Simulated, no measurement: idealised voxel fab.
process module | voxel capacitor over wiring
cross-section cut | 155 nm wide | cells 5 nm
A cross-section is a grid of square cells, given in bands from the top down. A band is one or more rows of cells.
Each band's line starts with the height of the band's top and of its bottom, in nm. Then come its materials from left to right, each with its width in nm. One material with "throughout" fills the band from edge to edge. "air" is empty space.
Height 0 is the level under which the wafer as received is all one material. The lowest band goes on downwards, as in "0 down".
A width such as "30 to 40" changes by the same amount from each row of cells to the next, from the band's top row to its bottom row.
"no change" after a step means that no cell of the cross-section changed.
closed voids: empty space of 8 cells or more with no open way to the top, each as width x height at its distance from the left edge, in nm
after a step's settings: what the simulator itself notes on the step
overlay nm, on a step with a mask: how far to the right of its planned place the mask lay; to the left if negative
plan
1 op RECEIVE | material Si
2 op CONFORMAL_DEP | material SiO2 | thk nm 10
3 op DIRECTIONAL_DEP | material TiN | thk nm 5
4 op DIRECTIONAL_DEP | material Ru | thk nm 20
5 op DIRECTIONAL_DEP | material aC | thk nm 10
6 op PATTERN | tone cover | mask id METAL_1 | material resist | width nm 25 | pitch nm 95 | thk nm 30 | overlay nm 0
7 op DIRECTIONAL_ETCH | etch materials aC | depth nm 10
8 op STRIP | etch materials resist
9 op DIRECTIONAL_ETCH | etch materials Ru | depth nm 20
10 op DIRECTIONAL_ETCH | etch materials TiN | depth nm 5
11 op STRIP | etch materials aC
12 op CONFORMAL_DEP | material SiN | thk nm 5
13 op FILL_DEP | material lowk | thk nm 5
14 op CMP | height nm 35
15 op CONFORMAL_DEP | material SiCN | thk nm 5
16 op DIRECTIONAL_DEP | material lowk | thk nm 15
17 op PATTERN | tone open | mask id PLUG_1 | material resist | width nm 15 | thk nm 15 | overlay nm 0
18 op DIRECTIONAL_ETCH | etch materials lowk | depth nm 15
19 op DIRECTIONAL_ETCH | etch materials SiCN | depth nm 5
20 op STRIP | etch materials resist
21 op EPI | material Ru | thk nm 10
22 op EPI | material Ru | thk nm 10
23 op DIRECTIONAL_DEP | material TiN | thk nm 5
24 op DIRECTIONAL_DEP | material Al2O3 | thk nm 5
25 op DIRECTIONAL_DEP | material TiN | thk nm 10
26 op PATTERN | tone cover | mask id UPPER_PLATE | material resist | width nm 75 | thk nm 20 | overlay nm 0
27 op DIRECTIONAL_ETCH | etch materials TiN | depth nm 10
28 op DIRECTIONAL_ETCH | etch materials Al2O3 | depth nm 5
29 op STRIP | etch materials resist
30 op PATTERN | tone cover | mask id LOWER_PLATE | material resist | width nm 85 | thk nm 20 | overlay nm 0
31 op DIRECTIONAL_ETCH | etch materials TiN | depth nm 5
32 op STRIP | etch materials resist
33 op FILL_DEP | material SiO2 | thk nm 15
34 op CMP | height nm 85
35 op DIRECTIONAL_DEP | material aC | thk nm 10
36 op PATTERN | tone open | mask id PLUG_2 | material resist | width nm 15 | thk nm 25 | overlay nm 0
37 op DIRECTIONAL_ETCH | etch materials aC | depth nm 10
38 op STRIP | etch materials resist
39 op DIRECTIONAL_ETCH | etch materials SiO2 | depth nm 10
40 op STRIP | etch materials aC
41 op CONFORMAL_DEP | material TiN | thk nm 5
42 op FILL_DEP | material Ru | thk nm 10
43 op CMP | height nm 85
44 op CONFORMAL_DEP | material SiCN | thk nm 5
as received, after step 1
  0 down: Si throughout
  closed voids: none
first wafer at the end, as planned
  90 to 85: SiCN throughout
  85 to 80: SiO2 35 | TiN 5 | Ru 5 | TiN 5 | SiO2 105
  80 to 75: SiO2 35 | TiN 15 | SiO2 105
  75 to 65: SiO2 25 | TiN 75 | SiO2 55
  65 to 60: SiO2 25 | Al2O3 75 | SiO2 55
  60 to 55: SiO2 20 | TiN 85 | SiO2 50
  55 to 40: lowk 25 | Ru 15 | lowk 115
  40 to 35: SiCN 25 | Ru 15 | SiCN 115
  35 to 15: lowk 10 | SiN 5 | Ru 25 | SiN 5 | lowk 60 | SiN 5 | Ru 25 | SiN 5 | lowk 15
  15 to 10: SiN 15 | TiN 25 | SiN 70 | TiN 25 | SiN 20
  10 to 0: SiO2 throughout
  0 down: Si throughout
  closed voids: none
second wafer at the end: like start, like plan, one mistake
  90 to 85: SiCN throughout
  85 to 75: SiO2 35 | TiN 15 to 65 | SiO2 105 to 55
  75 to 70: SiO2 40 | TiN 60 | SiO2 55
  70 to 65: SiO2 40 | Al2O3 60 | SiO2 55
  65 to 60: SiO2 20 | TiN 5 | SiO2 15 | TiN 65 | SiO2 50
  60 to 50: lowk 25 | TiN 15 | lowk 115
  50 to 45: lowk 25 | Al2O3 15 | lowk 115
  45 to 40: SiCN 25 | TiN 15 | SiCN 115
  40 to 35: lowk 10 | SiN 35 | lowk 60 | SiN 35 | lowk 15
  35 to 15: lowk 10 | SiN 5 | Ru 25 | SiN 5 | lowk 60 | SiN 5 | Ru 25 | SiN 5 | lowk 15
  15 to 10: SiN 15 | TiN 25 | SiN 70 | TiN 25 | SiN 20
  10 to 0: SiO2 throughout
  0 down: Si throughout
  closed voids: none
what went wrong: step 14 ran as: op CMP | height nm 40
at the end the second wafer has, in cells: 13 fewer of Ru | 14 more of SiN | 17 fewer of SiO2 | 1 fewer of TiN | 17 more of lowk
